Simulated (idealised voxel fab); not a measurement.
process module | voxel wiring stack
Each square cell in cross-section cut measures 5 nm, and the section as a whole is 205 nm wide.
Throughout this document, each cross-section is represented as a grid of square cells and is presented as a sequence of bands enumerated from the top downward, where a band comprises one or more rows of cells. Heights first: top, then bottom, in nm. Then materials, left to right, each with a width in nm. "edge to edge" on a single material: fills the band edge to edge. "empty": empty space. Below 0: as-received wafer, all one material; heights counted from there. Lowest band: no bottom, goes on down, written "top 0, no bottom". Think of "30 to 40" as a width that walks from the first number to the second as you go down the band, top row to bottom row, taking equal-sized steps from row to row. Reading "no modification" for a step: not a cell of the cross-section changed in it. The entry "Unvented voids" lists the empty spaces that cover at least 8 cells and have no open path to the top. Each is written as width x height at distance, where the distance is measured from the left edge and all three values are in nm. Note: text after step settings on the step line = simulator remark on that step. overlay nm: right-of-plan distance of the mask on a masked step; negative values mean left-of-plan.
# Set out below are the planned steps of the process
| 1 | RECEIVE, material Si |
| 2 | CONFORMAL_DEP, material SiO2, thk nm 10 |
| 3 | DIRECTIONAL_DEP, material TiN, thk nm 5 |
| 4 | DIRECTIONAL_DEP, material Ru, thk nm 25 |
| 5 | PATTERN, tone cover, mask id METAL_1, material resist, width nm 30, pitch nm 50, thk nm 20, overlay nm 0 |
| 6 | DIRECTIONAL_ETCH, etch materials Ru, depth nm 25 |
| 7 | DIRECTIONAL_ETCH, etch materials TiN, depth nm 5 |
| 8 | STRIP, etch materials resist |
| 9 | FILL_DEP, material SiO2, thk nm 10 |
| 10 | CMP, height nm 40 |
| 11 | CONFORMAL_DEP, material SiCN, thk nm 5 |
| 12 | DIRECTIONAL_DEP, material SiO2, thk nm 15 |
| 13 | MASKED_ETCH, tone open, mask id PLUG_1, width nm 15, pitch nm 50, etch materials SiO2, depth nm 15, overlay nm 0 |
| 14 | MASKED_ETCH, tone open, mask id PLUG_1, width nm 15, pitch nm 50, etch materials SiCN, depth nm 5, overlay nm 0 |
| 15 | CONFORMAL_DEP, material TiN, thk nm 5 |
| 16 | FILL_DEP, material Cu, thk nm 5 |
| 17 | CMP, height nm 60 |
| 18 | CONFORMAL_DEP, material SiN, thk nm 5 |
| 19 | DIRECTIONAL_DEP, material SiO2, thk nm 25 |
| 20 | DIRECTIONAL_DEP, material aC, thk nm 10 |
| 21 | PATTERN, tone open, mask id METAL_2, material resist, width nm 30, pitch nm 50, thk nm 25, overlay nm -15 |
| 22 | DIRECTIONAL_ETCH, etch materials aC, depth nm 10 |
| 23 | STRIP, etch materials resist |
| 24 | DIRECTIONAL_ETCH, etch materials SiO2, depth nm 25 |
| 25 | DIRECTIONAL_ETCH, etch materials SiN, depth nm 5 |
| 26 | STRIP, etch materials aC |
| 27 | CONFORMAL_DEP, material TiN, thk nm 5 |
| 28 | FILL_DEP, material Cu, thk nm 5 |
| 29 | CMP, height nm 90 |
| 30 | CONFORMAL_DEP, material SiCN, thk nm 5 |
Split variable: overlay nm, step 21. Plan value = first wafer. Wafers start alike.
# The first of several wafers as received, shown in cross-section; this is its state after step 1
> top 0, no bottom: Si edge to edge
> Unvented voids: none
# End-of-module cross-section, first of several wafers, after last step 30
> top 95, bottom 90: SiCN edge to edge
> top 90, bottom 65: 20 SiO2 | 5 TiN | 20 Cu | 5 TiN | 20 SiO2 | 5 TiN | 20 Cu | 5 TiN | 20 SiO2 | 5 TiN | 20 Cu | 5 TiN | 55 SiO2
> top 65, bottom 60: 20 SiN | 30 TiN | 20 SiN | 30 TiN | 20 SiN | 30 TiN | 55 SiN
> top 60, bottom 45: 35 SiO2 | 5 TiN | 5 Cu | 5 TiN | 35 SiO2 | 5 TiN | 5 Cu | 5 TiN | 35 SiO2 | 5 TiN | 5 Cu | 5 TiN | 55 SiO2
> top 45, bottom 40: 35 SiCN | 15 TiN | 35 SiCN | 15 TiN | 35 SiCN | 15 TiN | 55 SiCN
> top 40, bottom 15: 35 SiO2 | 30 Ru | 20 SiO2 | 30 Ru | 20 SiO2 | 30 Ru | 40 SiO2
> top 15, bottom 10: 35 SiO2 | 30 TiN | 20 SiO2 | 30 TiN | 20 SiO2 | 30 TiN | 40 SiO2
> top 10, bottom 0: SiO2 edge to edge
> top 0, no bottom: Si edge to edge
> Unvented voids: none
# last wafer at the end
> top 95, bottom 90: SiCN edge to edge
> top 90, bottom 65: 50 SiO2 | 5 TiN | 20 Cu | 5 TiN | 20 SiO2 | 5 TiN | 20 Cu | 5 TiN | 20 SiO2 | 5 TiN | 20 Cu | 5 TiN | 25 SiO2
> top 65, bottom 60: 50 SiN | 30 TiN | 20 SiN | 30 TiN | 20 SiN | 30 TiN | 25 SiN
> top 60, bottom 45: 35 SiO2 | 5 TiN | 5 Cu | 5 TiN | 35 SiO2 | 5 TiN | 5 Cu | 5 TiN | 35 SiO2 | 5 TiN | 5 Cu | 5 TiN | 55 SiO2
> top 45, bottom 40: 35 SiCN | 15 TiN | 35 SiCN | 15 TiN | 35 SiCN | 15 TiN | 55 SiCN
> top 40, bottom 15: 35 SiO2 | 30 Ru | 20 SiO2 | 30 Ru | 20 SiO2 | 30 Ru | 40 SiO2
> top 15, bottom 10: 35 SiO2 | 30 TiN | 20 SiO2 | 30 TiN | 20 SiO2 | 30 TiN | 40 SiO2
> top 10, bottom 0: SiO2 edge to edge
> top 0, no bottom: Si edge to edge
> Unvented voids: none
# Every row in this table is a wafer at the end of the module, and it gives, for each of the materials, the cells that wafer has gained (+) or lost (-) since it was received, then its closed voids
overlay nm -15, +69 Cu, +90 Ru, +73 SiCN, +23 SiN, +431 SiO2, +93 TiN, Unvented voids: none
overlay nm -10, +69 Cu, +90 Ru, +73 SiCN, +23 SiN, +431 SiO2, +93 TiN, Unvented voids: none
overlay nm -5, +69 Cu, +90 Ru, +73 SiCN, +23 SiN, +431 SiO2, +93 TiN, Unvented voids: none
overlay nm 0, +69 Cu, +90 Ru, +73 SiCN, +23 SiN, +431 SiO2, +93 TiN, Unvented voids: none
overlay nm 5, +69 Cu, +90 Ru, +73 SiCN, +23 SiN, +431 SiO2, +93 TiN, Unvented voids: none
overlay nm 10, +69 Cu, +90 Ru, +73 SiCN, +23 SiN, +431 SiO2, +93 TiN, Unvented voids: none
overlay nm 15, +69 Cu, +90 Ru, +73 SiCN, +23 SiN, +431 SiO2, +93 TiN, Unvented voids: none
